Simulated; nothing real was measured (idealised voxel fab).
process module | voxel transistor to metal
cross-section cut | 285 nm wide | cells 5 nm
A cross-section is a grid of square cells, given in bands from the top down. A band is one or more rows of cells.
Each band's line starts with the height of the band's top and of its bottom, in nm. Then come its materials from left to right, each with its width in nm. One material with "throughout" fills the band from edge to edge. "air" is empty space.
Height 0 is the level under which the wafer as received is all one material. The lowest band goes on downwards, as in "0 down".
A width such as "30 to 40" changes by the same amount from each row of cells to the next, from the band's top row to its bottom row.
"no change" after a step means that no cell of the cross-section changed.
closed voids: empty space of 8 cells or more with no open way to the top, each as width x height at its distance from the left edge, in nm
after a step's settings: what the simulator itself notes on the step
overlay nm, on a step with a mask: how far to the right of its planned place the mask lay; to the left if negative
plan
1 op RECEIVE | material Si
2 op OXIDIZE | depth nm 5
3 op CONFORMAL_DEP | material SiN | thk nm 15
4 op DIRECTIONAL_DEP | material aC | thk nm 15
5 op PATTERN | tone cover | mask id ACTIVE | material resist | width nm 100 | pitch nm 120 | thk nm 35 | overlay nm 0
6 op DIRECTIONAL_ETCH | etch materials aC | depth nm 15
7 op STRIP | etch materials resist
8 op DIRECTIONAL_ETCH | etch materials SiN | depth nm 15
9 op DIRECTIONAL_ETCH | etch materials SiO2 | depth nm 5
10 op DIRECTIONAL_ETCH | etch materials Si | depth nm 30
11 op STRIP | etch materials aC
12 op OXIDIZE | depth nm 5
13 op FILL_DEP | material SiO2 | thk nm 15
14 op CMP | height nm 15
15 op SELECTIVE_ETCH | etch materials SiO2 | depth nm 10
16 op STRIP | etch materials SiN
17 op SELECTIVE_ETCH | etch materials SiO2 | depth nm 5
18 op OXIDIZE | depth nm 5
19 op DIRECTIONAL_DEP | material polySi | thk nm 30
20 op DIRECTIONAL_DEP | material SiCN | thk nm 10
21 op MASKED_ETCH | tone cover | mask id GATE | width nm 30 | pitch nm 120 | etch materials SiCN | depth nm 20 | overlay nm 0
22 op MASKED_ETCH | tone cover | mask id GATE | width nm 30 | pitch nm 120 | etch materials polySi | depth nm 40 | overlay nm 0
23 op CONFORMAL_DEP | material SiO2 | thk nm 5
24 op DIRECTIONAL_ETCH | etch materials SiO2 | depth nm 5
25 op CONFORMAL_DEP | material SiN | thk nm 5
26 op DIRECTIONAL_ETCH | etch materials SiN | depth nm 5
27 op DIRECTIONAL_ETCH | etch materials SiO2 | depth nm 5
28 op DIRECTIONAL_ETCH | etch materials Si | depth nm 5
29 op EPI | material SiGe | thk nm 5
30 op FILL_DEP | material SiO2 | thk nm 10
31 op CMP | height nm 25
32 op STRIP | etch materials polySi
33 op SELECTIVE_ETCH | etch materials SiO2 | depth nm 5
34 op CONFORMAL_DEP | material HfO2 | thk nm 5
35 op CONFORMAL_DEP | material TiN | thk nm 5
36 op FILL_DEP | material W | thk nm 10
37 op CMP | height nm 20
38 op DIRECTIONAL_DEP | material SiO2 | thk nm 15
39 op PATTERN | tone open | mask id CONTACT | material resist | width nm 15 | thk nm 15 | overlay nm 0
40 op DIRECTIONAL_ETCH | etch materials SiO2 | depth nm 45
41 op STRIP | etch materials resist
42 op CONFORMAL_DEP | material TiN | thk nm 5
43 op FILL_DEP | material W | thk nm 5
44 op CMP | height nm 35
45 op DIRECTIONAL_DEP | material TiN | thk nm 5
46 op DIRECTIONAL_DEP | material Ru | thk nm 25
47 op MASKED_ETCH | tone cover | mask id METAL_1 | width nm 15 | etch materials Ru | depth nm 25 | overlay nm 0
48 op MASKED_ETCH | tone cover | mask id METAL_1 | width nm 15 | etch materials TiN | depth nm 5 | overlay nm 0
49 op FILL_DEP | material SiO2 | thk nm 5
50 op CMP | height nm 65
51 op CONFORMAL_DEP | material SiN | thk nm 5
varied across the wafers: width nm of step 48. The plan shows the first wafer's value. All wafers start alike
first wafer as received, after step 1
  0 down: Si throughout
  closed voids: none
each wafer at the end: cells of each material gained (+) or lost (-) since it was received, then its closed voids
width nm 15 | +36 HfO2 | +60 Ru | -256 Si | +20 SiGe | +81 SiN | +677 SiO2 | +116 TiN | +64 W | closed voids: none
width nm 20 | +36 HfO2 | +60 Ru | -256 Si | +20 SiGe | +81 SiN | +673 SiO2 | +120 TiN | +64 W | closed voids: none
width nm 25 | +36 HfO2 | +60 Ru | -256 Si | +20 SiGe | +81 SiN | +669 SiO2 | +124 TiN | +64 W | closed voids: none
width nm 30 | +36 HfO2 | +60 Ru | -256 Si | +20 SiGe | +81 SiN | +665 SiO2 | +128 TiN | +64 W | closed voids: none
